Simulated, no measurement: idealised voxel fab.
process module | voxel transistor to metal
cross-section cut | 285 nm wide | cells 5 nm
A cross-section is a grid of square cells, given in bands from the top down. A band is one or more rows of cells.
Each band's line starts with the height of the band's top and of its bottom, in nm. Then come its materials from left to right, each with its width in nm. One material with "throughout" fills the band from edge to edge. "air" is empty space.
Height 0 is the level under which the wafer as received is all one material. The lowest band goes on downwards, as in "0 down".
A width such as "30 to 40" changes by the same amount from each row of cells to the next, from the band's top row to its bottom row.
"no change" after a step means that no cell of the cross-section changed.
closed voids: empty space of 8 cells or more with no open way to the top, each as width x height at its distance from the left edge, in nm
after a step's settings: what the simulator itself notes on the step
overlay nm, on a step with a mask: how far to the right of its planned place the mask lay; to the left if negative
plan
1 op RECEIVE | material Si
2 op CONFORMAL_DEP | material SiO2 | thk nm 5
3 op CONFORMAL_DEP | material SiN | thk nm 10
4 op MASKED_ETCH | tone cover | mask id ACTIVE | width nm 95 | pitch nm 125 | etch materials SiN | depth nm 10 | overlay nm 0
5 op MASKED_ETCH | tone cover | mask id ACTIVE | width nm 95 | pitch nm 125 | etch materials SiO2 | depth nm 5 | overlay nm 0
6 op MASKED_ETCH | tone cover | mask id ACTIVE | width nm 95 | pitch nm 125 | etch materials Si | depth nm 35 | overlay nm 0
7 op FILL_DEP | material SiO2 | thk nm 10
8 op CMP | height nm 15
9 op SELECTIVE_ETCH | etch materials SiO2 | depth nm 5
10 op STRIP | etch materials SiN
11 op SELECTIVE_ETCH | etch materials SiO2 | depth nm 5
12 op OXIDIZE | depth nm 5
13 op DIRECTIONAL_DEP | material polySi | thk nm 20
14 op DIRECTIONAL_DEP | material SiCN | thk nm 10
15 op PATTERN | tone cover | mask id GATE | material resist | width nm 25 | pitch nm 125 | thk nm 20 | overlay nm 0
16 op DIRECTIONAL_ETCH | etch materials SiCN | depth nm 20
17 op DIRECTIONAL_ETCH | etch materials polySi | depth nm 30
18 op STRIP | etch materials resist
19 op CONFORMAL_DEP | material SiN | thk nm 10
20 op DIRECTIONAL_ETCH | etch materials SiN | depth nm 10
21 op DIRECTIONAL_ETCH | etch materials SiO2 | depth nm 5
22 op DIRECTIONAL_ETCH | etch materials Si | depth nm 5
23 op EPI | material SiGe | thk nm 10
24 op FILL_DEP | material SiO2 | thk nm 5
25 op CMP | height nm 30
26 op DIRECTIONAL_DEP | material SiO2 | thk nm 10
27 op MASKED_ETCH | tone open | mask id CONTACT | width nm 15 | etch materials SiO2 | depth nm 35 | overlay nm 0
28 op CONFORMAL_DEP | material TiN | thk nm 5
29 op FILL_DEP | material Ru | thk nm 5
30 op CMP | height nm 40
31 op DIRECTIONAL_DEP | material TiN | thk nm 5
32 op DIRECTIONAL_DEP | material Ru | thk nm 25
33 op MASKED_ETCH | tone cover | mask id METAL_1 | width nm 15 | etch materials Ru | depth nm 25 | overlay nm 0
34 op MASKED_ETCH | tone cover | mask id METAL_1 | width nm 15 | etch materials TiN | depth nm 5 | overlay nm 0
35 op FILL_DEP | material lowk | thk nm 10
36 op CMP | height nm 70
37 op CONFORMAL_DEP | material SiN | thk nm 5
first wafer, as planned
as received, after step 1
  0 down: Si throughout
  closed voids: none
after step 2
  5 to 0: SiO2 throughout
  below 0: unchanged
after step 3
  15 to 5: SiN throughout
  below 5: unchanged
after step 4
  15 to 5: air 30 | SiN 95 | air 30 | SiN 95 | air 35
  below 5: unchanged
after step 5
  15 to 5: air 30 | SiN 95 | air 30 | SiN 95 | air 35
  5 to 0: air 30 | SiO2 95 | air 30 | SiO2 95 | air 35
  below 0: unchanged
after step 6
  15 to 5: air 30 | SiN 95 | air 30 | SiN 95 | air 35
  5 to 0: air 30 | SiO2 95 | air 30 | SiO2 95 | air 35
  0 to -35: air 30 | Si 95 | air 30 | Si 95 | air 35
  below -35: unchanged
after step 7
  25 to 15: SiO2 throughout
  15 to 5: SiO2 30 | SiN 95 | SiO2 30 | SiN 95 | SiO2 35
  5 to 0: SiO2 throughout
  0 to -35: SiO2 30 | Si 95 | SiO2 30 | Si 95 | SiO2 35
  below -35: unchanged
after step 8
  15 to 5: SiO2 30 | SiN 95 | SiO2 30 | SiN 95 | SiO2 35
  below 5: unchanged
after step 9
  15 to 10: air 30 | SiN 95 | air 30 | SiN 95 | air 35
  below 10: unchanged
after step 10
  10 to 5: SiO2 30 | air 95 | SiO2 30 | air 95 | SiO2 35
  below 5: unchanged
after step 11
  5 to 0: SiO2 25 | air 105 | SiO2 20 | air 105 | SiO2 30
  below 0: unchanged
after step 12
  5 to 0: SiO2 25 | air 105 | SiO2 20 | air 105 | SiO2 30
  0 to -5: SiO2 throughout
  below -5: unchanged
after step 13
  25 to 20: polySi 25 | air 105 | polySi 20 | air 105 | polySi 30
  20 to 5: polySi throughout
  5 to 0: SiO2 25 | polySi 105 | SiO2 20 | polySi 105 | SiO2 30
  below 0: unchanged
after step 14
  35 to 30: SiCN 25 | air 105 | SiCN 20 | air 105 | SiCN 30
  30 to 25: SiCN throughout
  25 to 20: polySi 25 | SiCN 105 | polySi 20 | SiCN 105 | polySi 30
  below 20: unchanged
after step 15
  55 to 35: air 65 | resist 25 | air 100 | resist 25 | air 70
  35 to 30: SiCN 25 | air 40 | resist 25 | air 40 | SiCN 20 | air 40 | resist 25 | air 40 | SiCN 30
  below 30: unchanged
after step 16
  55 to 30: air 65 | resist 25 | air 100 | resist 25 | air 70
  30 to 25: air 65 | SiCN 25 | air 100 | SiCN 25 | air 70
  25 to 20: polySi 25 | air 40 | SiCN 25 | air 40 | polySi 20 | air 40 | SiCN 25 | air 40 | polySi 30
  below 20: unchanged
after step 17
  55 to 30: air 65 | resist 25 | air 100 | resist 25 | air 70
  30 to 20: air 65 | SiCN 25 | air 100 | SiCN 25 | air 70
  20 to 5: air 65 | polySi 25 | air 100 | polySi 25 | air 70
  5 to 0: SiO2 25 | air 40 | polySi 25 | air 40 | SiO2 20 | air 40 | polySi 25 | air 40 | SiO2 30
  below 0: unchanged
after step 18
  30 to 20: air 65 | SiCN 25 | air 100 | SiCN 25 | air 70
  below 20: unchanged
after step 19
  40 to 30: air 55 | SiN 45 | air 80 | SiN 45 | air 60
  30 to 20: air 55 | SiN 10 | SiCN 25 | SiN 10 | air 80 | SiN 10 | SiCN 25 | SiN 10 | air 60
  20 to 15: air 55 | SiN 10 | polySi 25 | SiN 10 | air 80 | SiN 10 | polySi 25 | SiN 10 | air 60
  15 to 10: SiN 35 | air 20 | SiN 10 | polySi 25 | SiN 10 | air 20 | SiN 40 | air 20 | SiN 10 | polySi 25 | SiN 10 | air 20 | SiN 40
  10 to 5: SiN 65 | polySi 25 | SiN 100 | polySi 25 | SiN 70
  5 to 0: SiO2 25 | SiN 40 | polySi 25 | SiN 40 | SiO2 20 | SiN 40 | polySi 25 | SiN 40 | SiO2 30
  below 0: unchanged
after step 20
  30 to 20: air 55 | SiN 10 | SiCN 25 | SiN 10 | air 80 | SiN 10 | SiCN 25 | SiN 10 | air 60
  20 to 5: air 55 | SiN 10 | polySi 25 | SiN 10 | air 80 | SiN 10 | polySi 25 | SiN 10 | air 60
  5 to 0: SiO2 25 | SiN 10 | air 20 | SiN 10 | polySi 25 | SiN 10 | air 20 | SiN 10 | SiO2 20 | SiN 10 | air 20 | SiN 10 | polySi 25 | SiN 10 | air 20 | SiN 10 | SiO2 30
  below 0: unchanged
after step 21
  30 to 20: air 55 | SiN 10 | SiCN 25 | SiN 10 | air 80 | SiN 10 | SiCN 25 | SiN 10 | air 60
  20 to 5: air 55 | SiN 10 | polySi 25 | SiN 10 | air 80 | SiN 10 | polySi 25 | SiN 10 | air 60
  5 to 0: air 25 | SiN 10 | air 20 | SiN 10 | polySi 25 | SiN 10 | air 20 | SiN 10 | air 20 | SiN 10 | air 20 | SiN 10 | polySi 25 | SiN 10 | air 20 | SiN 10 | air 30
  0 to -5: SiO2 35 | air 20 | SiO2 45 | air 20 | SiO2 40 | air 20 | SiO2 45 | air 20 | SiO2 40
  below -5: unchanged
after step 22
  30 to 20: air 55 | SiN 10 | SiCN 25 | SiN 10 | air 80 | SiN 10 | SiCN 25 | SiN 10 | air 60
  20 to 5: air 55 | SiN 10 | polySi 25 | SiN 10 | air 80 | SiN 10 | polySi 25 | SiN 10 | air 60
  5 to 0: air 25 | SiN 10 | air 20 | SiN 10 | polySi 25 | SiN 10 | air 20 | SiN 10 | air 20 | SiN 10 | air 20 | SiN 10 | polySi 25 | SiN 10 | air 20 | SiN 10 | air 30
  0 to -5: SiO2 35 | air 20 | SiO2 45 | air 20 | SiO2 40 | air 20 | SiO2 45 | air 20 | SiO2 40
  -5 to -10: SiO2 30 | Si 5 | air 20 | Si 45 | air 20 | Si 5 | SiO2 30 | Si 5 | air 20 | Si 45 | air 20 | Si 5 | SiO2 35
  below -10: unchanged
after step 23
  30 to 20: air 55 | SiN 10 | SiCN 25 | SiN 10 | air 80 | SiN 10 | SiCN 25 | SiN 10 | air 60
  20 to 5: air 55 | SiN 10 | polySi 25 | SiN 10 | air 80 | SiN 10 | polySi 25 | SiN 10 | air 60
  5 to 0: air 25 | SiN 10 | SiGe 20 | SiN 10 | polySi 25 | SiN 10 | SiGe 20 | SiN 10 | air 20 | SiN 10 | SiGe 20 | SiN 10 | polySi 25 | SiN 10 | SiGe 20 | SiN 10 | air 30
  0 to -5: SiO2 35 | SiGe 20 | SiO2 45 | SiGe 20 | SiO2 40 | SiGe 20 | SiO2 45 | SiGe 20 | SiO2 40
  -5 to -10: SiO2 30 | Si 5 | SiGe 20 | Si 45 | SiGe 20 | Si 5 | SiO2 30 | Si 5 | SiGe 20 | Si 45 | SiGe 20 | Si 5 | SiO2 35
  below -10: unchanged
after step 24
  35 to 30: SiO2 throughout
  30 to 20: SiO2 55 | SiN 10 | SiCN 25 | SiN 10 | SiO2 80 | SiN 10 | SiCN 25 | SiN 10 | SiO2 60
  20 to 5: SiO2 55 | SiN 10 | polySi 25 | SiN 10 | SiO2 80 | SiN 10 | polySi 25 | SiN 10 | SiO2 60
  5 to 0: SiO2 25 | SiN 10 | SiGe 20 | SiN 10 | polySi 25 | SiN 10 | SiGe 20 | SiN 10 | SiO2 20 | SiN 10 | SiGe 20 | SiN 10 | polySi 25 | SiN 10 | SiGe 20 | SiN 10 | SiO2 30
  below 0: unchanged
after step 25
  30 to 20: SiO2 55 | SiN 10 | SiCN 25 | SiN 10 | SiO2 80 | SiN 10 | SiCN 25 | SiN 10 | SiO2 60
  below 20: unchanged
after step 26
  40 to 30: SiO2 throughout
  below 30: unchanged
after step 27
  40 to 30: SiO2 35 | air 15 | SiO2 55 | air 15 | SiO2 40 | air 15 | SiO2 55 | air 15 | SiO2 40
  30 to 20: SiO2 35 | air 15 | SiO2 5 | SiN 10 | SiCN 25 | SiN 10 | SiO2 5 | air 15 | SiO2 40 | air 15 | SiO2 5 | SiN 10 | SiCN 25 | SiN 10 | SiO2 5 | air 15 | SiO2 40
  20 to 5: SiO2 35 | air 15 | SiO2 5 | SiN 10 | polySi 25 | SiN 10 | SiO2 5 | air 15 | SiO2 40 | air 15 | SiO2 5 | SiN 10 | polySi 25 | SiN 10 | SiO2 5 | air 15 | SiO2 40
  below 5: unchanged
after step 28
  45 to 40: TiN 40 | air 5 | TiN 65 | air 5 | TiN 50 | air 5 | TiN 65 | air 5 | TiN 45
  40 to 30: SiO2 35 | TiN 5 | air 5 | TiN 5 | SiO2 55 | TiN 5 | air 5 | TiN 5 | SiO2 40 | TiN 5 | air 5 | TiN 5 | SiO2 55 | TiN 5 | air 5 | TiN 5 | SiO2 40
  30 to 20: SiO2 35 | TiN 5 | air 5 | TiN 5 | SiO2 5 | SiN 10 | SiCN 25 | SiN 10 | SiO2 5 | TiN 5 | air 5 | TiN 5 | SiO2 40 | TiN 5 | air 5 | TiN 5 | SiO2 5 | SiN 10 | SiCN 25 | SiN 10 | SiO2 5 | TiN 5 | air 5 | TiN 5 | SiO2 40
  20 to 10: SiO2 35 | TiN 5 | air 5 | TiN 5 | SiO2 5 | SiN 10 | polySi 25 | SiN 10 | SiO2 5 | TiN 5 | air 5 | TiN 5 | SiO2 40 | TiN 5 | air 5 | TiN 5 | SiO2 5 | SiN 10 | polySi 25 | SiN 10 | SiO2 5 | TiN 5 | air 5 | TiN 5 | SiO2 40
  10 to 5: SiO2 35 | TiN 15 | SiO2 5 | SiN 10 | polySi 25 | SiN 10 | SiO2 5 | TiN 15 | SiO2 40 | TiN 15 | SiO2 5 | SiN 10 | polySi 25 | SiN 10 | SiO2 5 | TiN 15 | SiO2 40
  below 5: unchanged
after step 29
  50 to 45: Ru throughout
  45 to 40: TiN 40 | Ru 5 | TiN 65 | Ru 5 | TiN 50 | Ru 5 | TiN 65 | Ru 5 | TiN 45
  40 to 30: SiO2 35 | TiN 5 | Ru 5 | TiN 5 | SiO2 55 | TiN 5 | Ru 5 | TiN 5 | SiO2 40 | TiN 5 | Ru 5 | TiN 5 | SiO2 55 | TiN 5 | Ru 5 | TiN 5 | SiO2 40
  30 to 20: SiO2 35 | TiN 5 | Ru 5 | TiN 5 | SiO2 5 | SiN 10 | SiCN 25 | SiN 10 | SiO2 5 | TiN 5 | Ru 5 | TiN 5 | SiO2 40 | TiN 5 | Ru 5 | TiN 5 | SiO2 5 | SiN 10 | SiCN 25 | SiN 10 | SiO2 5 | TiN 5 | Ru 5 | TiN 5 | SiO2 40
  20 to 10: SiO2 35 | TiN 5 | Ru 5 | TiN 5 | SiO2 5 | SiN 10 | polySi 25 | SiN 10 | SiO2 5 | TiN 5 | Ru 5 | TiN 5 | SiO2 40 | TiN 5 | Ru 5 | TiN 5 | SiO2 5 | SiN 10 | polySi 25 | SiN 10 | SiO2 5 | TiN 5 | Ru 5 | TiN 5 | SiO2 40
  below 10: unchanged
after step 30
  40 to 30: SiO2 35 | TiN 5 | Ru 5 | TiN 5 | SiO2 55 | TiN 5 | Ru 5 | TiN 5 | SiO2 40 | TiN 5 | Ru 5 | TiN 5 | SiO2 55 | TiN 5 | Ru 5 | TiN 5 | SiO2 40
  below 30: unchanged
after step 31
  45 to 40: TiN throughout
  below 40: unchanged
after step 32
  70 to 45: Ru throughout
  below 45: unchanged
after step 33
  70 to 45: air 35 | Ru 15 | air 55 | Ru 15 | air 40 | Ru 15 | air 55 | Ru 15 | air 40
  below 45: unchanged
after step 34
  70 to 45: air 35 | Ru 15 | air 55 | Ru 15 | air 40 | Ru 15 | air 55 | Ru 15 | air 40
  45 to 40: air 35 | TiN 15 | air 55 | TiN 15 | air 40 | TiN 15 | air 55 | TiN 15 | air 40
  below 40: unchanged
after step 35
  80 to 70: lowk throughout
  70 to 45: lowk 35 | Ru 15 | lowk 55 | Ru 15 | lowk 40 | Ru 15 | lowk 55 | Ru 15 | lowk 40
  45 to 40: lowk 35 | TiN 15 | lowk 55 | TiN 15 | lowk 40 | TiN 15 | lowk 55 | TiN 15 | lowk 40
  below 40: unchanged
after step 36
  70 to 45: lowk 35 | Ru 15 | lowk 55 | Ru 15 | lowk 40 | Ru 15 | lowk 55 | Ru 15 | lowk 40
  below 45: unchanged
after step 37
  75 to 70: SiN throughout
  below 70: unchanged
second wafer: like start, like plan, one mistake. Through step 1 it matches the first wafer
when step 2 should have ended: no change
when step 3 should have ended
  10 to 0: SiN throughout
  below 0: unchanged
when step 4 should have ended
  10 to 0: air 30 | SiN 95 | air 30 | SiN 95 | air 35
  below 0: unchanged
when step 5 should have ended: no change
when step 6 should have ended
  10 to 0: air 30 | SiN 95 | air 30 | SiN 95 | air 35
  0 to -35: air 30 | Si 95 | air 30 | Si 95 | air 35
  below -35: unchanged
when step 7 should have ended
  20 to 10: SiO2 throughout
  10 to 0: SiO2 30 | SiN 95 | SiO2 30 | SiN 95 | SiO2 35
  0 to -35: SiO2 30 | Si 95 | SiO2 30 | Si 95 | SiO2 35
  below -35: unchanged
when step 8 should have ended
  15 to 10: SiO2 throughout
  below 10: unchanged
when step 9 should have ended
  10 to 0: SiO2 30 | SiN 95 | SiO2 30 | SiN 95 | SiO2 35
  below 0: unchanged
when step 10 should have ended
  10 to 0: SiO2 30 | air 95 | SiO2 30 | air 95 | SiO2 35
  below 0: unchanged
when step 11 should have ended
  5 to 0: SiO2 25 | air 105 | SiO2 20 | air 105 | SiO2 30
  0 to -5: SiO2 25 | air 5 | Si 95 | air 5 | SiO2 20 | air 5 | Si 95 | air 5 | SiO2 30
  below -5: unchanged
when step 12 should have ended
  5 to 0: SiO2 25 | air 105 | SiO2 20 | air 105 | SiO2 30
  0 to -5: SiO2 25 | air 5 | SiO2 95 | air 5 | SiO2 20 | air 5 | SiO2 95 | air 5 | SiO2 30
  -5 to -10: SiO2 35 | Si 85 | SiO2 40 | Si 85 | SiO2 40
  below -10: unchanged
when step 13 should have ended
  25 to 20: polySi 25 | air 105 | polySi 20 | air 105 | polySi 30
  20 to 15: polySi 25 | air 5 | polySi 95 | air 5 | polySi 20 | air 5 | polySi 95 | air 5 | polySi 30
  15 to 5: polySi throughout
  5 to 0: SiO2 25 | polySi 105 | SiO2 20 | polySi 105 | SiO2 30
  0 to -5: SiO2 25 | polySi 5 | SiO2 95 | polySi 5 | SiO2 20 | polySi 5 | SiO2 95 | polySi 5 | SiO2 30
  below -5: unchanged
when step 14 should have ended
  35 to 30: SiCN 25 | air 105 | SiCN 20 | air 105 | SiCN 30
  30 to 25: SiCN 25 | air 5 | SiCN 95 | air 5 | SiCN 20 | air 5 | SiCN 95 | air 5 | SiCN 30
  25 to 20: polySi 25 | SiCN 105 | polySi 20 | SiCN 105 | polySi 30
  20 to 15: polySi 25 | SiCN 5 | polySi 95 | SiCN 5 | polySi 20 | SiCN 5 | polySi 95 | SiCN 5 | polySi 30
  below 15: unchanged
when step 15 should have ended
  55 to 35: air 65 | resist 25 | air 100 | resist 25 | air 70
  35 to 30: SiCN 25 | air 40 | resist 25 | air 40 | SiCN 20 | air 40 | resist 25 | air 40 | SiCN 30
  below 30: unchanged
when step 16 should have ended
  55 to 30: air 65 | resist 25 | air 100 | resist 25 | air 70
  30 to 25: air 65 | SiCN 25 | air 100 | SiCN 25 | air 70
  25 to 20: polySi 25 | air 40 | SiCN 25 | air 40 | polySi 20 | air 40 | SiCN 25 | air 40 | polySi 30
  20 to 15: polySi 25 | air 5 | polySi 95 | air 5 | polySi 20 | air 5 | polySi 95 | air 5 | polySi 30
  below 15: unchanged
when step 17 should have ended
  55 to 30: air 65 | resist 25 | air 100 | resist 25 | air 70
  30 to 20: air 65 | SiCN 25 | air 100 | SiCN 25 | air 70
  20 to 5: air 65 | polySi 25 | air 100 | polySi 25 | air 70
  5 to 0: SiO2 25 | air 40 | polySi 25 | air 40 | SiO2 20 | air 40 | polySi 25 | air 40 | SiO2 30
  0 to -5: SiO2 25 | air 5 | SiO2 95 | air 5 | SiO2 20 | air 5 | SiO2 95 | air 5 | SiO2 30
  below -5: unchanged
when step 18 should have ended
  30 to 20: air 65 | SiCN 25 | air 100 | SiCN 25 | air 70
  below 20: unchanged
when step 19 should have ended
  40 to 30: air 55 | SiN 45 | air 80 | SiN 45 | air 60
  30 to 20: air 55 | SiN 10 | SiCN 25 | SiN 10 | air 80 | SiN 10 | SiCN 25 | SiN 10 | air 60
  20 to 15: air 55 | SiN 10 | polySi 25 | SiN 10 | air 80 | SiN 10 | polySi 25 | SiN 10 | air 60
  15 to 10: SiN 35 | air 20 | SiN 10 | polySi 25 | SiN 10 | air 20 | SiN 40 | air 20 | SiN 10 | polySi 25 | SiN 10 | air 20 | SiN 40
  10 to 5: SiN 65 | polySi 25 | SiN 100 | polySi 25 | SiN 70
  5 to 0: SiO2 25 | SiN 40 | polySi 25 | SiN 40 | SiO2 20 | SiN 40 | polySi 25 | SiN 40 | SiO2 30
  0 to -5: SiO2 25 | SiN 5 | SiO2 95 | SiN 5 | SiO2 20 | SiN 5 | SiO2 95 | SiN 5 | SiO2 30
  below -5: unchanged
when step 20 should have ended
  30 to 20: air 55 | SiN 10 | SiCN 25 | SiN 10 | air 80 | SiN 10 | SiCN 25 | SiN 10 | air 60
  20 to 5: air 55 | SiN 10 | polySi 25 | SiN 10 | air 80 | SiN 10 | polySi 25 | SiN 10 | air 60
  5 to 0: SiO2 25 | SiN 10 | air 20 | SiN 10 | polySi 25 | SiN 10 | air 20 | SiN 10 | SiO2 20 | SiN 10 | air 20 | SiN 10 | polySi 25 | SiN 10 | air 20 | SiN 10 | SiO2 30
  below 0: unchanged
when step 21 should have ended
  30 to 20: air 55 | SiN 10 | SiCN 25 | SiN 10 | air 80 | SiN 10 | SiCN 25 | SiN 10 | air 60
  20 to 5: air 55 | SiN 10 | polySi 25 | SiN 10 | air 80 | SiN 10 | polySi 25 | SiN 10 | air 60
  5 to 0: air 25 | SiN 10 | air 20 | SiN 10 | polySi 25 | SiN 10 | air 20 | SiN 10 | air 20 | SiN 10 | air 20 | SiN 10 | polySi 25 | SiN 10 | air 20 | SiN 10 | air 30
  0 to -5: SiO2 25 | SiN 5 | SiO2 5 | air 20 | SiO2 45 | air 20 | SiO2 5 | SiN 5 | SiO2 20 | SiN 5 | SiO2 5 | air 20 | SiO2 45 | air 20 | SiO2 5 | SiN 5 | SiO2 30
  below -5: unchanged
when step 22 should have ended
  30 to 20: air 55 | SiN 10 | SiCN 25 | SiN 10 | air 80 | SiN 10 | SiCN 25 | SiN 10 | air 60
  20 to 5: air 55 | SiN 10 | polySi 25 | SiN 10 | air 80 | SiN 10 | polySi 25 | SiN 10 | air 60
  5 to 0: air 25 | SiN 10 | air 20 | SiN 10 | polySi 25 | SiN 10 | air 20 | SiN 10 | air 20 | SiN 10 | air 20 | SiN 10 | polySi 25 | SiN 10 | air 20 | SiN 10 | air 30
  0 to -5: SiO2 25 | SiN 5 | SiO2 5 | air 20 | SiO2 45 | air 20 | SiO2 5 | SiN 5 | SiO2 20 | SiN 5 | SiO2 5 | air 20 | SiO2 45 | air 20 | SiO2 5 | SiN 5 | SiO2 30
  -5 to -10: SiO2 35 | air 20 | Si 45 | air 20 | SiO2 40 | air 20 | Si 45 | air 20 | SiO2 40
  below -10: unchanged
when step 23 should have ended
  30 to 20: air 55 | SiN 10 | SiCN 25 | SiN 10 | air 80 | SiN 10 | SiCN 25 | SiN 10 | air 60
  20 to 5: air 55 | SiN 10 | polySi 25 | SiN 10 | air 80 | SiN 10 | polySi 25 | SiN 10 | air 60
  5 to 0: air 25 | SiN 10 | air 10 | SiGe 10 | SiN 10 | polySi 25 | SiN 10 | SiGe 10 | air 10 | SiN 10 | air 20 | SiN 10 | air 10 | SiGe 10 | SiN 10 | polySi 25 | SiN 10 | SiGe 10 | air 10 | SiN 10 | air 30
  0 to -5: SiO2 25 | SiN 5 | SiO2 5 | SiGe 20 | SiO2 45 | SiGe 20 | SiO2 5 | SiN 5 | SiO2 20 | SiN 5 | SiO2 5 | SiGe 20 | SiO2 45 | SiGe 20 | SiO2 5 | SiN 5 | SiO2 30
  -5 to -10: SiO2 35 | SiGe 20 | Si 45 | SiGe 20 | SiO2 40 | SiGe 20 | Si 45 | SiGe 20 | SiO2 40
  below -10: unchanged
when step 24 should have ended
  35 to 30: SiO2 throughout
  30 to 20: SiO2 55 | SiN 10 | SiCN 25 | SiN 10 | SiO2 80 | SiN 10 | SiCN 25 | SiN 10 | SiO2 60
  20 to 5: SiO2 55 | SiN 10 | polySi 25 | SiN 10 | SiO2 80 | SiN 10 | polySi 25 | SiN 10 | SiO2 60
  5 to 0: SiO2 25 | SiN 10 | SiO2 10 | SiGe 10 | SiN 10 | polySi 25 | SiN 10 | SiGe 10 | SiO2 10 | SiN 10 | SiO2 20 | SiN 10 | SiO2 10 | SiGe 10 | SiN 10 | polySi 25 | SiN 10 | SiGe 10 | SiO2 10 | SiN 10 | SiO2 30
  below 0: unchanged
when step 25 should have ended
  30 to 20: SiO2 55 | SiN 10 | SiCN 25 | SiN 10 | SiO2 80 | SiN 10 | SiCN 25 | SiN 10 | SiO2 60
  below 20: unchanged
when step 26 should have ended
  40 to 30: SiO2 throughout
  below 30: unchanged
when step 27 should have ended
  40 to 30: SiO2 35 | air 15 | SiO2 55 | air 15 | SiO2 40 | air 15 | SiO2 55 | air 15 | SiO2 40
  30 to 20: SiO2 35 | air 15 | SiO2 5 | SiN 10 | SiCN 25 | SiN 10 | SiO2 5 | air 15 | SiO2 40 | air 15 | SiO2 5 | SiN 10 | SiCN 25 | SiN 10 | SiO2 5 | air 15 | SiO2 40
  20 to 5: SiO2 35 | air 15 | SiO2 5 | SiN 10 | polySi 25 | SiN 10 | SiO2 5 | air 15 | SiO2 40 | air 15 | SiO2 5 | SiN 10 | polySi 25 | SiN 10 | SiO2 5 | air 15 | SiO2 40
  below 5: unchanged
when step 28 should have ended
  45 to 40: TiN 40 | air 5 | TiN 65 | air 5 | TiN 50 | air 5 | TiN 65 | air 5 | TiN 45
  40 to 30: SiO2 35 | TiN 5 | air 5 | TiN 5 | SiO2 55 | TiN 5 | air 5 | TiN 5 | SiO2 40 | TiN 5 | air 5 | TiN 5 | SiO2 55 | TiN 5 | air 5 | TiN 5 | SiO2 40
  30 to 20: SiO2 35 | TiN 5 | air 5 | TiN 5 | SiO2 5 | SiN 10 | SiCN 25 | SiN 10 | SiO2 5 | TiN 5 | air 5 | TiN 5 | SiO2 40 | TiN 5 | air 5 | TiN 5 | SiO2 5 | SiN 10 | SiCN 25 | SiN 10 | SiO2 5 | TiN 5 | air 5 | TiN 5 | SiO2 40
  20 to 10: SiO2 35 | TiN 5 | air 5 | TiN 5 | SiO2 5 | SiN 10 | polySi 25 | SiN 10 | SiO2 5 | TiN 5 | air 5 | TiN 5 | SiO2 40 | TiN 5 | air 5 | TiN 5 | SiO2 5 | SiN 10 | polySi 25 | SiN 10 | SiO2 5 | TiN 5 | air 5 | TiN 5 | SiO2 40
  10 to 5: SiO2 35 | TiN 15 | SiO2 5 | SiN 10 | polySi 25 | SiN 10 | SiO2 5 | TiN 15 | SiO2 40 | TiN 15 | SiO2 5 | SiN 10 | polySi 25 | SiN 10 | SiO2 5 | TiN 15 | SiO2 40
  below 5: unchanged
when step 29 should have ended
  50 to 45: Ru throughout
  45 to 40: TiN 40 | Ru 5 | TiN 65 | Ru 5 | TiN 50 | Ru 5 | TiN 65 | Ru 5 | TiN 45
  40 to 30: SiO2 35 | TiN 5 | Ru 5 | TiN 5 | SiO2 55 | TiN 5 | Ru 5 | TiN 5 | SiO2 40 | TiN 5 | Ru 5 | TiN 5 | SiO2 55 | TiN 5 | Ru 5 | TiN 5 | SiO2 40
  30 to 20: SiO2 35 | TiN 5 | Ru 5 | TiN 5 | SiO2 5 | SiN 10 | SiCN 25 | SiN 10 | SiO2 5 | TiN 5 | Ru 5 | TiN 5 | SiO2 40 | TiN 5 | Ru 5 | TiN 5 | SiO2 5 | SiN 10 | SiCN 25 | SiN 10 | SiO2 5 | TiN 5 | Ru 5 | TiN 5 | SiO2 40
  20 to 10: SiO2 35 | TiN 5 | Ru 5 | TiN 5 | SiO2 5 | SiN 10 | polySi 25 | SiN 10 | SiO2 5 | TiN 5 | Ru 5 | TiN 5 | SiO2 40 | TiN 5 | Ru 5 | TiN 5 | SiO2 5 | SiN 10 | polySi 25 | SiN 10 | SiO2 5 | TiN 5 | Ru 5 | TiN 5 | SiO2 40
  below 10: unchanged
when step 30 should have ended
  40 to 30: SiO2 35 | TiN 5 | Ru 5 | TiN 5 | SiO2 55 | TiN 5 | Ru 5 | TiN 5 | SiO2 40 | TiN 5 | Ru 5 | TiN 5 | SiO2 55 | TiN 5 | Ru 5 | TiN 5 | SiO2 40
  below 30: unchanged
when step 31 should have ended
  45 to 40: TiN throughout
  below 40: unchanged
when step 32 should have ended
  70 to 45: Ru throughout
  below 45: unchanged
when step 33 should have ended
  70 to 45: air 35 | Ru 15 | air 55 | Ru 15 | air 40 | Ru 15 | air 55 | Ru 15 | air 40
  below 45: unchanged
when step 34 should have ended
  70 to 45: air 35 | Ru 15 | air 55 | Ru 15 | air 40 | Ru 15 | air 55 | Ru 15 | air 40
  45 to 40: air 35 | TiN 15 | air 55 | TiN 15 | air 40 | TiN 15 | air 55 | TiN 15 | air 40
  below 40: unchanged
when step 35 should have ended
  80 to 70: lowk throughout
  70 to 45: lowk 35 | Ru 15 | lowk 55 | Ru 15 | lowk 40 | Ru 15 | lowk 55 | Ru 15 | lowk 40
  45 to 40: lowk 35 | TiN 15 | lowk 55 | TiN 15 | lowk 40 | TiN 15 | lowk 55 | TiN 15 | lowk 40
  below 40: unchanged
when step 36 should have ended
  70 to 45: lowk 35 | Ru 15 | lowk 55 | Ru 15 | lowk 40 | Ru 15 | lowk 55 | Ru 15 | lowk 40
  below 45: unchanged
when step 37 should have ended
  75 to 70: SiN throughout
  below 70: unchanged
what went wrong: step 2 was left out
at the end the second wafer has, in cells: 4 fewer of Si | 8 fewer of SiGe | 4 more of SiN | 8 more of SiO2
